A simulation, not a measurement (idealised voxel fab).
Module name: voxel spacer lines (process module)
Cross-section cut spans 250 nm and uses square cells 5 nm in size.
Cross-section layout: square cells on a grid; listed as bands, top to bottom; a band spans one or more cell rows.
For a band, the entry starts with two heights in nm, that of the top and then that of the bottom, and carries on with the band's materials in order from left to right, each alongside its width in nm; the word "all across" beside a single material means it fills the band edge to edge, and "blank" means empty space.
Where do heights start? At 0: under that level the wafer as delivered is made of one material only. And the lowest band has no floor; it just carries on downward, as in "0 and below".
When a width is written as two numbers, as in "30..40", the first number is the width in the top row of cells of the band and the second is the width in its bottom row, and the width changes by the same amount from each row to the next.
"nothing was modified", as given for a step, is the statement that not any cell of the cross-section underwent a change during that step.
Empty spaces without an open route to the top, at least 8 cells in extent, make up the entry "Closed void inventory"; each is given as width x height at distance, where the distance is measured from the left edge, and all are in nm.
after a step's settings: what the simulator itself notes on the step
overlay nm: how far to the right of its planned place the mask lay on this masked step (negative: to the left).

**The process steps that were planned are listed below**
1: RECEIVE: material Si
2: CONFORMAL_DEP: material Al2O3, thk nm 5
3: DIRECTIONAL_DEP: material SiN, thk nm 15
4: DIRECTIONAL_DEP: material aC, thk nm 30
5: PATTERN: tone cover, mask id MANDREL, material resist, width nm 25, pitch nm 70, thk nm 35, overlay nm 0
6: DIRECTIONAL_ETCH: etch materials aC, depth nm 30
7: STRIP: etch materials resist
8: CONFORMAL_DEP: material SiO2, thk nm 10
9: DIRECTIONAL_ETCH: etch materials SiO2, depth nm 10
10: STRIP: etch materials aC
11: DIRECTIONAL_ETCH: etch materials SiN, depth nm 15
12: STRIP: etch materials SiO2

**So, the first of our two wafers, run just as we planned it**

**Wafer as received: cross-section following step 1**
    0 and below  Si all across
    Closed void inventory: none

**After step 2: wafer cross-section**
    5 down to 0  Al2O3 all across
    At heights below 0, the structure remains unaltered.

**After step 3: wafer cross-section**
    20 down to 5  SiN all across
    At heights below 5, the structure remains unaltered.

**After step 4: wafer cross-section**
    50 down to 20  aC all across
    At heights below 20, the structure remains unaltered.

**After step 5: wafer cross-section**
    85 down to 50  blank 40 / resist 25 / blank 45 / resist 25 / blank 45 / resist 25 / blank 45
    At heights below 50, the structure remains unaltered.

**After step 6: wafer cross-section**
    55 down to 50  blank 40 / resist 25 / blank 45 / resist 25 / blank 45 / resist 25 / blank 45
    50 down to 20  blank 40 / aC 25 / blank 45 / aC 25 / blank 45 / aC 25 / blank 45
    At heights below 20, the structure remains unaltered.

**After step 7: wafer cross-section**
    50 down to 20  blank 40 / aC 25 / blank 45 / aC 25 / blank 45 / aC 25 / blank 45
    At heights below 20, the structure remains unaltered.

**After step 8: wafer cross-section**
    60 down to 50  blank 30 / SiO2 45 / blank 25 / SiO2 45 / blank 25 / SiO2 45 / blank 35
    50 down to 30  blank 30 / SiO2 10 / aC 25 / SiO2 10 / blank 25 / SiO2 10 / aC 25 / SiO2 10 / blank 25 / SiO2 10 / aC 25 / SiO2 10 / blank 35
    30 down to 20  SiO2 40 / aC 25 / SiO2 45 / aC 25 / SiO2 45 / aC 25 / SiO2 45
    At heights below 20, the structure remains unaltered.

**After step 9: wafer cross-section**
    50 down to 20  blank 30 / SiO2 10 / aC 25 / SiO2 10 / blank 25 / SiO2 10 / aC 25 / SiO2 10 / blank 25 / SiO2 10 / aC 25 / SiO2 10 / blank 35
    At heights below 20, the structure remains unaltered.

**After step 10: wafer cross-section**
    50 down to 20  blank 30 / SiO2 10 / blank 25 / SiO2 10 / blank 25 / SiO2 10 / blank 25 / SiO2 10 / blank 25 / SiO2 10 / blank 25 / SiO2 10 / blank 35
    At heights below 20, the structure remains unaltered.

**After step 11: wafer cross-section**
    50 down to 20  blank 30 / SiO2 10 / blank 25 / SiO2 10 / blank 25 / SiO2 10 / blank 25 / SiO2 10 / blank 25 / SiO2 10 / blank 25 / SiO2 10 / blank 35
    20 down to 5  blank 30 / SiN 10 / blank 25 / SiN 10 / blank 25 / SiN 10 / blank 25 / SiN 10 / blank 25 / SiN 10 / blank 25 / SiN 10 / blank 35
    At heights below 5, the structure remains unaltered.

**After step 12: wafer cross-section**
    20 down to 5  blank 30 / SiN 10 / blank 25 / SiN 10 / blank 25 / SiN 10 / blank 25 / SiN 10 / blank 25 / SiN 10 / blank 25 / SiN 10 / blank 35
    At heights below 5, the structure remains unaltered.

**The second wafer was prepared from the same starting point and under the same plan as the first; its processing contained one mistake, and it remains indistinguishable from the first wafer up to and including step 4**

**Second wafer at the planned finish of step 5, seen in cross-section**
    85 down to 50  resist 40 / blank 25 / resist 45 / blank 25 / resist 45 / blank 25 / resist 45
    At heights below 50, the structure remains unaltered.

**Second wafer at the planned finish of step 6, seen in cross-section**
    55 down to 50  resist 40 / blank 25 / resist 45 / blank 25 / resist 45 / blank 25 / resist 45
    50 down to 20  aC 40 / blank 25 / aC 45 / blank 25 / aC 45 / blank 25 / aC 45
    At heights below 20, the structure remains unaltered.

**Second wafer at the planned finish of step 7, seen in cross-section**
    50 down to 20  aC 40 / blank 25 / aC 45 / blank 25 / aC 45 / blank 25 / aC 45
    At heights below 20, the structure remains unaltered.

**Second wafer at the planned finish of step 8, seen in cross-section**
    60 down to 50  SiO2 50 / blank 5 / SiO2 65 / blank 5 / SiO2 65 / blank 5 / SiO2 55
    50 down to 30  aC 40 / SiO2 10 / blank 5 / SiO2 10 / aC 45 / SiO2 10 / blank 5 / SiO2 10 / aC 45 / SiO2 10 / blank 5 / SiO2 10 / aC 45
    30 down to 20  aC 40 / SiO2 25 / aC 45 / SiO2 25 / aC 45 / SiO2 25 / aC 45
    At heights below 20, the structure remains unaltered.

**Second wafer at the planned finish of step 9, seen in cross-section**
    50 down to 20  aC 40 / SiO2 10 / blank 5 / SiO2 10 / aC 45 / SiO2 10 / blank 5 / SiO2 10 / aC 45 / SiO2 10 / blank 5 / SiO2 10 / aC 45
    At heights below 20, the structure remains unaltered.

**Second wafer at the planned finish of step 10, seen in cross-section**
    50 down to 20  blank 40 / SiO2 10 / blank 5 / SiO2 10 / blank 45 / SiO2 10 / blank 5 / SiO2 10 / blank 45 / SiO2 10 / blank 5 / SiO2 10 / blank 45
    At heights below 20, the structure remains unaltered.

**Second wafer at the planned finish of step 11, seen in cross-section**
    50 down to 20  blank 40 / SiO2 10 / blank 5 / SiO2 10 / blank 45 / SiO2 10 / blank 5 / SiO2 10 / blank 45 / SiO2 10 / blank 5 / SiO2 10 / blank 45
    20 down to 5  blank 40 / SiN 10 / blank 5 / SiN 10 / blank 45 / SiN 10 / blank 5 / SiN 10 / blank 45 / SiN 10 / blank 5 / SiN 10 / blank 45
    At heights below 5, the structure remains unaltered.

**Second wafer at the planned finish of step 12, seen in cross-section**
    20 down to 5  blank 40 / SiN 10 / blank 5 / SiN 10 / blank 45 / SiN 10 / blank 5 / SiN 10 / blank 45 / SiN 10 / blank 5 / SiN 10 / blank 45
    At heights below 5, the structure remains unaltered.
Which mistake was made when the wafer was run? in deviation from the planned setting, step 5 was conducted as PATTERN: tone open, mask id MANDREL, material resist, width nm 25, pitch nm 70, thk nm 35, overlay nm 0
Same inventory, different map: at the end, the second wafer holds as many cells of each material as the first, placed elsewhere.
